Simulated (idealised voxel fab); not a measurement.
Process module name: voxel capacitor over wiring
The cross-section shown here is cut; it is 165 nm wide and divided into square cells measuring 5 nm on a side.
A cross-section is a grid of square cells, given in bands from the top down. A band is one or more rows of cells. Top, bottom (nm), then materials left to right with widths (nm); lone material tagged "edge to edge" fills the whole band edge to edge; "air" = empty space. Height is counted from the level 0, under which the received wafer is composed throughout of one material. The lowest of the bands is not closed at the bottom but continues downward, in the notation "0 down". The width entry "30 to 40" should be interpreted row by row: the top row of cells in the band takes the first number, the bottom row takes the second number, and the change between adjacent rows is uniform throughout. The designation "changes: none", where it is given for a processing step, indicates that no cell of the cross-section was altered in the course of that step. Each empty space that has no open way to the top and spans at least 8 cells appears under "Sealed-off cavities" as width x height at distance, the distance counted from the left edge, all in nm. The remark found on a step's line after its settings is issued by the simulator itself and pertains to that step. overlay nm: mask offset rightward from planned place, masked step; negative means leftward offset.
THE STEPS PLANNED FOR THE PROCESS ARE AS FOLLOWS
1) RECEIVE | material Si
2) CONFORMAL_DEP | material SiO2 | thk nm 15
3) DIRECTIONAL_DEP | material TiN | thk nm 5
4) DIRECTIONAL_DEP | material W | thk nm 15
5) PATTERN | tone cover | mask id METAL_1 | material resist | width nm 30 | pitch nm 90 | thk nm 20 | overlay nm 0
6) DIRECTIONAL_ETCH | etch materials W | depth nm 15
7) DIRECTIONAL_ETCH | etch materials TiN | depth nm 5
8) STRIP | etch materials resist
9) CONFORMAL_DEP | material SiN | thk nm 5
10) FILL_DEP | material lowk | thk nm 5
11) CMP | height nm 35
12) CONFORMAL_DEP | material SiCN | thk nm 5
13) DIRECTIONAL_DEP | material lowk | thk nm 10
14) PATTERN | tone open | mask id PLUG_1 | material resist | width nm 15 | thk nm 15 | overlay nm 0
15) DIRECTIONAL_ETCH | etch materials lowk | depth nm 10
16) DIRECTIONAL_ETCH | etch materials SiCN | depth nm 5
17) STRIP | etch materials resist
18) CONFORMAL_DEP | material TiN | thk nm 5
19) FILL_DEP | material Cu | thk nm 5
20) CMP | height nm 50
21) DIRECTIONAL_DEP | material TiN | thk nm 10
22) DIRECTIONAL_DEP | material SiN | thk nm 5
23) DIRECTIONAL_DEP | material TiN | thk nm 5
24) MASKED_ETCH | tone cover | mask id UPPER_PLATE | width nm 65 | etch materials TiN | depth nm 5 | overlay nm 0
25) MASKED_ETCH | tone cover | mask id UPPER_PLATE | width nm 65 | etch materials SiN | depth nm 5 | overlay nm 0
26) DIRECTIONAL_DEP | material aC | thk nm 10
27) PATTERN | tone cover | mask id LOWER_PLATE | material resist | width nm 75 | thk nm 30 | overlay nm 0
28) DIRECTIONAL_ETCH | etch materials aC | depth nm 10
29) STRIP | etch materials resist
30) DIRECTIONAL_ETCH | etch materials TiN | depth nm 10
31) STRIP | etch materials aC
32) FILL_DEP | material SiO2 | thk nm 20
33) CMP | height nm 85
34) DIRECTIONAL_DEP | material aC | thk nm 10
35) PATTERN | tone open | mask id PLUG_2 | material resist | width nm 15 | thk nm 25 | overlay nm 0
36) DIRECTIONAL_ETCH | etch materials aC | depth nm 10
37) STRIP | etch materials resist
38) DIRECTIONAL_ETCH | etch materials SiO2 | depth nm 15
39) STRIP | etch materials aC
40) CONFORMAL_DEP | material TiN | thk nm 5
41) FILL_DEP | material Cu | thk nm 10
42) CMP | height nm 85
43) CONFORMAL_DEP | material SiN | thk nm 5
FIRST OUT OF TWO WAFERS; RUN WENT TO PLAN
WAFER AS RECEIVED: CROSS-SECTION FOLLOWING STEP 1
  0 down | Si edge to edge
  Sealed-off cavities: none
CROSS-SECTION OF THE WAFER SUBSEQUENT TO STEP 2
  15 to 0 | SiO2 edge to edge
  At heights below 0, the structure remains unaltered.
CROSS-SECTION OF THE WAFER SUBSEQUENT TO STEP 3
  20 to 15 | TiN edge to edge
  At heights below 15, the structure remains unaltered.
CROSS-SECTION OF THE WAFER SUBSEQUENT TO STEP 4
  35 to 20 | W edge to edge
  At heights below 20, the structure remains unaltered.
CROSS-SECTION OF THE WAFER SUBSEQUENT TO STEP 5
  55 to 35 | air 20; resist 30; air 60; resist 30; air 25
  At heights below 35, the structure remains unaltered.
CROSS-SECTION OF THE WAFER SUBSEQUENT TO STEP 6
  55 to 35 | air 20; resist 30; air 60; resist 30; air 25
  35 to 20 | air 20; W 30; air 60; W 30; air 25
  At heights below 20, the structure remains unaltered.
CROSS-SECTION OF THE WAFER SUBSEQUENT TO STEP 7
  55 to 35 | air 20; resist 30; air 60; resist 30; air 25
  35 to 20 | air 20; W 30; air 60; W 30; air 25
  20 to 15 | air 20; TiN 30; air 60; TiN 30; air 25
  At heights below 15, the structure remains unaltered.
CROSS-SECTION OF THE WAFER SUBSEQUENT TO STEP 8
  35 to 20 | air 20; W 30; air 60; W 30; air 25
  At heights below 20, the structure remains unaltered.
CROSS-SECTION OF THE WAFER SUBSEQUENT TO STEP 9
  40 to 35 | air 15; SiN 40; air 50; SiN 40; air 20
  35 to 20 | air 15; SiN 5; W 30; SiN 5; air 50; SiN 5; W 30; SiN 5; air 20
  20 to 15 | SiN 20; TiN 30; SiN 60; TiN 30; SiN 25
  At heights below 15, the structure remains unaltered.
CROSS-SECTION OF THE WAFER SUBSEQUENT TO STEP 10
  45 to 40 | lowk edge to edge
  40 to 35 | lowk 15; SiN 40; lowk 50; SiN 40; lowk 20
  35 to 20 | lowk 15; SiN 5; W 30; SiN 5; lowk 50; SiN 5; W 30; SiN 5; lowk 20
  At heights below 20, the structure remains unaltered.
CROSS-SECTION OF THE WAFER SUBSEQUENT TO STEP 11
  35 to 20 | lowk 15; SiN 5; W 30; SiN 5; lowk 50; SiN 5; W 30; SiN 5; lowk 20
  At heights below 20, the structure remains unaltered.
CROSS-SECTION OF THE WAFER SUBSEQUENT TO STEP 12
  40 to 35 | SiCN edge to edge
  At heights below 35, the structure remains unaltered.
CROSS-SECTION OF THE WAFER SUBSEQUENT TO STEP 13
  50 to 40 | lowk edge to edge
  At heights below 40, the structure remains unaltered.
CROSS-SECTION OF THE WAFER SUBSEQUENT TO STEP 14
  65 to 50 | resist 35; air 15; resist 115
  At heights below 50, the structure remains unaltered.
CROSS-SECTION OF THE WAFER SUBSEQUENT TO STEP 15
  65 to 50 | resist 35; air 15; resist 115
  50 to 40 | lowk 35; air 15; lowk 115
  At heights below 40, the structure remains unaltered.
CROSS-SECTION OF THE WAFER SUBSEQUENT TO STEP 16
  65 to 50 | resist 35; air 15; resist 115
  50 to 40 | lowk 35; air 15; lowk 115
  40 to 35 | SiCN 35; air 15; SiCN 115
  At heights below 35, the structure remains unaltered.
CROSS-SECTION OF THE WAFER SUBSEQUENT TO STEP 17
  50 to 40 | lowk 35; air 15; lowk 115
  At heights below 40, the structure remains unaltered.
CROSS-SECTION OF THE WAFER SUBSEQUENT TO STEP 18
  55 to 50 | TiN 40; air 5; TiN 120
  50 to 40 | lowk 35; TiN 5; air 5; TiN 5; lowk 115
  40 to 35 | SiCN 35; TiN 15; SiCN 115
  At heights below 35, the structure remains unaltered.
CROSS-SECTION OF THE WAFER SUBSEQUENT TO STEP 19
  60 to 55 | Cu edge to edge
  55 to 50 | TiN 40; Cu 5; TiN 120
  50 to 40 | lowk 35; TiN 5; Cu 5; TiN 5; lowk 115
  At heights below 40, the structure remains unaltered.
CROSS-SECTION OF THE WAFER SUBSEQUENT TO STEP 20
  50 to 40 | lowk 35; TiN 5; Cu 5; TiN 5; lowk 115
  At heights below 40, the structure remains unaltered.
CROSS-SECTION OF THE WAFER SUBSEQUENT TO STEP 21
  60 to 50 | TiN edge to edge
  At heights below 50, the structure remains unaltered.
CROSS-SECTION OF THE WAFER SUBSEQUENT TO STEP 22
  65 to 60 | SiN edge to edge
  At heights below 60, the structure remains unaltered.
CROSS-SECTION OF THE WAFER SUBSEQUENT TO STEP 23
  70 to 65 | TiN edge to edge
  At heights below 65, the structure remains unaltered.
CROSS-SECTION OF THE WAFER SUBSEQUENT TO STEP 24
  70 to 65 | air 35; TiN 65; air 65
  At heights below 65, the structure remains unaltered.
CROSS-SECTION OF THE WAFER SUBSEQUENT TO STEP 25
  70 to 65 | air 35; TiN 65; air 65
  65 to 60 | air 35; SiN 65; air 65
  At heights below 60, the structure remains unaltered.
CROSS-SECTION OF THE WAFER SUBSEQUENT TO STEP 26
  80 to 70 | air 35; aC 65; air 65
  70 to 65 | aC 35; TiN 65; aC 65
  65 to 60 | aC 35; SiN 65; aC 65
  At heights below 60, the structure remains unaltered.
CROSS-SECTION OF THE WAFER SUBSEQUENT TO STEP 27
  110 to 80 | air 30; resist 75; air 60
  80 to 70 | air 30; resist 5; aC 65; resist 5; air 60
  At heights below 70, the structure remains unaltered.
CROSS-SECTION OF THE WAFER SUBSEQUENT TO STEP 28
  100 to 80 | air 30; resist 75; air 60
  80 to 70 | air 30; resist 5; aC 65; resist 5; air 60
  70 to 65 | air 30; aC 5; TiN 65; aC 5; air 60
  65 to 60 | air 30; aC 5; SiN 65; aC 5; air 60
  At heights below 60, the structure remains unaltered.
CROSS-SECTION OF THE WAFER SUBSEQUENT TO STEP 29
  80 to 70 | air 35; aC 65; air 65
  At heights below 70, the structure remains unaltered.
CROSS-SECTION OF THE WAFER SUBSEQUENT TO STEP 30
  80 to 70 | air 35; aC 65; air 65
  70 to 65 | air 30; aC 5; TiN 65; aC 5; air 60
  65 to 60 | air 30; aC 5; SiN 65; aC 5; air 60
  60 to 50 | air 30; TiN 75; air 60
  At heights below 50, the structure remains unaltered.
CROSS-SECTION OF THE WAFER SUBSEQUENT TO STEP 31
  70 to 65 | air 35; TiN 65; air 65
  65 to 60 | air 35; SiN 65; air 65
  At heights below 60, the structure remains unaltered.
CROSS-SECTION OF THE WAFER SUBSEQUENT TO STEP 32
  90 to 70 | SiO2 edge to edge
  70 to 65 | SiO2 35; TiN 65; SiO2 65
  65 to 60 | SiO2 35; SiN 65; SiO2 65
  60 to 50 | SiO2 30; TiN 75; SiO2 60
  At heights below 50, the structure remains unaltered.
CROSS-SECTION OF THE WAFER SUBSEQUENT TO STEP 33
  85 to 70 | SiO2 edge to edge
  At heights below 70, the structure remains unaltered.
CROSS-SECTION OF THE WAFER SUBSEQUENT TO STEP 34
  95 to 85 | aC edge to edge
  At heights below 85, the structure remains unaltered.
CROSS-SECTION OF THE WAFER SUBSEQUENT TO STEP 35
  120 to 95 | resist 45; air 15; resist 105
  At heights below 95, the structure remains unaltered.
CROSS-SECTION OF THE WAFER SUBSEQUENT TO STEP 36
  110 to 95 | resist 45; air 15; resist 105
  95 to 85 | aC 45; air 15; aC 105
  At heights below 85, the structure remains unaltered.
CROSS-SECTION OF THE WAFER SUBSEQUENT TO STEP 37
  95 to 85 | aC 45; air 15; aC 105
  At heights below 85, the structure remains unaltered.
CROSS-SECTION OF THE WAFER SUBSEQUENT TO STEP 38
  95 to 85 | aC 45; air 15; aC 105
  85 to 70 | SiO2 45; air 15; SiO2 105
  At heights below 70, the structure remains unaltered.
CROSS-SECTION OF THE WAFER SUBSEQUENT TO STEP 39
  85 to 70 | SiO2 45; air 15; SiO2 105
  At heights below 70, the structure remains unaltered.
CROSS-SECTION OF THE WAFER SUBSEQUENT TO STEP 40
  90 to 85 | TiN 50; air 5; TiN 110
  85 to 75 | SiO2 45; TiN 5; air 5; TiN 5; SiO2 105
  75 to 65 | SiO2 45 to 35; TiN 15 to 65; SiO2 105 to 65
  At heights below 65, the structure remains unaltered.
CROSS-SECTION OF THE WAFER SUBSEQUENT TO STEP 41
  100 to 90 | Cu edge to edge
  90 to 85 | TiN 50; Cu 5; TiN 110
  85 to 75 | SiO2 45; TiN 5; Cu 5; TiN 5; SiO2 105
  At heights below 75, the structure remains unaltered.
CROSS-SECTION OF THE WAFER SUBSEQUENT TO STEP 42
  85 to 75 | SiO2 45; TiN 5; Cu 5; TiN 5; SiO2 105
  At heights below 75, the structure remains unaltered.
CROSS-SECTION OF THE WAFER SUBSEQUENT TO STEP 43
  90 to 85 | SiN edge to edge
  At heights below 85, the structure remains unaltered.
SECOND WAFER: SAME START AND SAME PLAN AS THE FIRST, ONE EXECUTION ERROR; IDENTICAL TO THE FIRST THROUGH STEP 2
when step 3 should have ended: changes: none
WHEN STEP 4 SHOULD HAVE ENDED
  30 to 15 | W edge to edge
  At heights below 15, the structure remains unaltered.
WHEN STEP 5 SHOULD HAVE ENDED
  50 to 30 | air 20; resist 30; air 60; resist 30; air 25
  At heights below 30, the structure remains unaltered.
WHEN STEP 6 SHOULD HAVE ENDED
  50 to 30 | air 20; resist 30; air 60; resist 30; air 25
  30 to 15 | air 20; W 30; air 60; W 30; air 25
  At heights below 15, the structure remains unaltered.
when step 7 should have ended: changes: none
WHEN STEP 8 SHOULD HAVE ENDED
  30 to 15 | air 20; W 30; air 60; W 30; air 25
  At heights below 15, the structure remains unaltered.
WHEN STEP 9 SHOULD HAVE ENDED
  35 to 30 | air 15; SiN 40; air 50; SiN 40; air 20
  30 to 20 | air 15; SiN 5; W 30; SiN 5; air 50; SiN 5; W 30; SiN 5; air 20
  20 to 15 | SiN 20; W 30; SiN 60; W 30; SiN 25
  At heights below 15, the structure remains unaltered.
WHEN STEP 10 SHOULD HAVE ENDED
  40 to 35 | lowk edge to edge
  35 to 30 | lowk 15; SiN 40; lowk 50; SiN 40; lowk 20
  30 to 20 | lowk 15; SiN 5; W 30; SiN 5; lowk 50; SiN 5; W 30; SiN 5; lowk 20
  At heights below 20, the structure remains unaltered.
WHEN STEP 11 SHOULD HAVE ENDED
  35 to 30 | lowk 15; SiN 40; lowk 50; SiN 40; lowk 20
  At heights below 30, the structure remains unaltered.
WHEN STEP 12 SHOULD HAVE ENDED
  40 to 35 | SiCN edge to edge
  At heights below 35, the structure remains unaltered.
WHEN STEP 13 SHOULD HAVE ENDED
  50 to 40 | lowk edge to edge
  At heights below 40, the structure remains unaltered.
WHEN STEP 14 SHOULD HAVE ENDED
  65 to 50 | resist 35; air 15; resist 115
  At heights below 50, the structure remains unaltered.
WHEN STEP 15 SHOULD HAVE ENDED
  65 to 50 | resist 35; air 15; resist 115
  50 to 40 | lowk 35; air 15; lowk 115
  At heights below 40, the structure remains unaltered.
WHEN STEP 16 SHOULD HAVE ENDED
  65 to 50 | resist 35; air 15; resist 115
  50 to 40 | lowk 35; air 15; lowk 115
  40 to 35 | SiCN 35; air 15; SiCN 115
  At heights below 35, the structure remains unaltered.
WHEN STEP 17 SHOULD HAVE ENDED
  50 to 40 | lowk 35; air 15; lowk 115
  At heights below 40, the structure remains unaltered.
WHEN STEP 18 SHOULD HAVE ENDED
  55 to 50 | TiN 40; air 5; TiN 120
  50 to 40 | lowk 35; TiN 5; air 5; TiN 5; lowk 115
  40 to 35 | SiCN 35; TiN 15; SiCN 115
  At heights below 35, the structure remains unaltered.
WHEN STEP 19 SHOULD HAVE ENDED
  60 to 55 | Cu edge to edge
  55 to 50 | TiN 40; Cu 5; TiN 120
  50 to 40 | lowk 35; TiN 5; Cu 5; TiN 5; lowk 115
  At heights below 40, the structure remains unaltered.
WHEN STEP 20 SHOULD HAVE ENDED
  50 to 40 | lowk 35; TiN 5; Cu 5; TiN 5; lowk 115
  At heights below 40, the structure remains unaltered.
WHEN STEP 21 SHOULD HAVE ENDED
  60 to 50 | TiN edge to edge
  At heights below 50, the structure remains unaltered.
WHEN STEP 22 SHOULD HAVE ENDED
  65 to 60 | SiN edge to edge
  At heights below 60, the structure remains unaltered.
WHEN STEP 23 SHOULD HAVE ENDED
  70 to 65 | TiN edge to edge
  At heights below 65, the structure remains unaltered.
WHEN STEP 24 SHOULD HAVE ENDED
  70 to 65 | air 35; TiN 65; air 65
  At heights below 65, the structure remains unaltered.
WHEN STEP 25 SHOULD HAVE ENDED
  70 to 65 | air 35; TiN 65; air 65
  65 to 60 | air 35; SiN 65; air 65
  At heights below 60, the structure remains unaltered.
WHEN STEP 26 SHOULD HAVE ENDED
  80 to 70 | air 35; aC 65; air 65
  70 to 65 | aC 35; TiN 65; aC 65
  65 to 60 | aC 35; SiN 65; aC 65
  At heights below 60, the structure remains unaltered.
WHEN STEP 27 SHOULD HAVE ENDED
  110 to 80 | air 30; resist 75; air 60
  80 to 70 | air 30; resist 5; aC 65; resist 5; air 60
  At heights below 70, the structure remains unaltered.
WHEN STEP 28 SHOULD HAVE ENDED
  100 to 80 | air 30; resist 75; air 60
  80 to 70 | air 30; resist 5; aC 65; resist 5; air 60
  70 to 65 | air 30; aC 5; TiN 65; aC 5; air 60
  65 to 60 | air 30; aC 5; SiN 65; aC 5; air 60
  At heights below 60, the structure remains unaltered.
WHEN STEP 29 SHOULD HAVE ENDED
  80 to 70 | air 35; aC 65; air 65
  At heights below 70, the structure remains unaltered.
WHEN STEP 30 SHOULD HAVE ENDED
  80 to 70 | air 35; aC 65; air 65
  70 to 65 | air 30; aC 5; TiN 65; aC 5; air 60
  65 to 60 | air 30; aC 5; SiN 65; aC 5; air 60
  60 to 50 | air 30; TiN 75; air 60
  At heights below 50, the structure remains unaltered.
WHEN STEP 31 SHOULD HAVE ENDED
  70 to 65 | air 35; TiN 65; air 65
  65 to 60 | air 35; SiN 65; air 65
  At heights below 60, the structure remains unaltered.
WHEN STEP 32 SHOULD HAVE ENDED
  90 to 70 | SiO2 edge to edge
  70 to 65 | SiO2 35; TiN 65; SiO2 65
  65 to 60 | SiO2 35; SiN 65; SiO2 65
  60 to 50 | SiO2 30; TiN 75; SiO2 60
  At heights below 50, the structure remains unaltered.
WHEN STEP 33 SHOULD HAVE ENDED
  85 to 70 | SiO2 edge to edge
  At heights below 70, the structure remains unaltered.
WHEN STEP 34 SHOULD HAVE ENDED
  95 to 85 | aC edge to edge
  At heights below 85, the structure remains unaltered.
WHEN STEP 35 SHOULD HAVE ENDED
  120 to 95 | resist 45; air 15; resist 105
  At heights below 95, the structure remains unaltered.
WHEN STEP 36 SHOULD HAVE ENDED
  110 to 95 | resist 45; air 15; resist 105
  95 to 85 | aC 45; air 15; aC 105
  At heights below 85, the structure remains unaltered.
WHEN STEP 37 SHOULD HAVE ENDED
  95 to 85 | aC 45; air 15; aC 105
  At heights below 85, the structure remains unaltered.
WHEN STEP 38 SHOULD HAVE ENDED
  95 to 85 | aC 45; air 15; aC 105
  85 to 70 | SiO2 45; air 15; SiO2 105
  At heights below 70, the structure remains unaltered.
WHEN STEP 39 SHOULD HAVE ENDED
  85 to 70 | SiO2 45; air 15; SiO2 105
  At heights below 70, the structure remains unaltered.
WHEN STEP 40 SHOULD HAVE ENDED
  90 to 85 | TiN 50; air 5; TiN 110
  85 to 75 | SiO2 45; TiN 5; air 5; TiN 5; SiO2 105
  75 to 65 | SiO2 45 to 35; TiN 15 to 65; SiO2 105 to 65
  At heights below 65, the structure remains unaltered.
WHEN STEP 41 SHOULD HAVE ENDED
  100 to 90 | Cu edge to edge
  90 to 85 | TiN 50; Cu 5; TiN 110
  85 to 75 | SiO2 45; TiN 5; Cu 5; TiN 5; SiO2 105
  At heights below 75, the structure remains unaltered.
WHEN STEP 42 SHOULD HAVE ENDED
  85 to 75 | SiO2 45; TiN 5; Cu 5; TiN 5; SiO2 105
  At heights below 75, the structure remains unaltered.
WHEN STEP 43 SHOULD HAVE ENDED
  90 to 85 | SiN edge to edge
  At heights below 85, the structure remains unaltered.
In executing the process, a mistake was made relative to the plan: step 3 of the plan got skipped, so it never ran
Wrapping up, a cell-based count of both wafers puts the second over or under the first for these materials: 12 more of SiN, 12 fewer of TiN
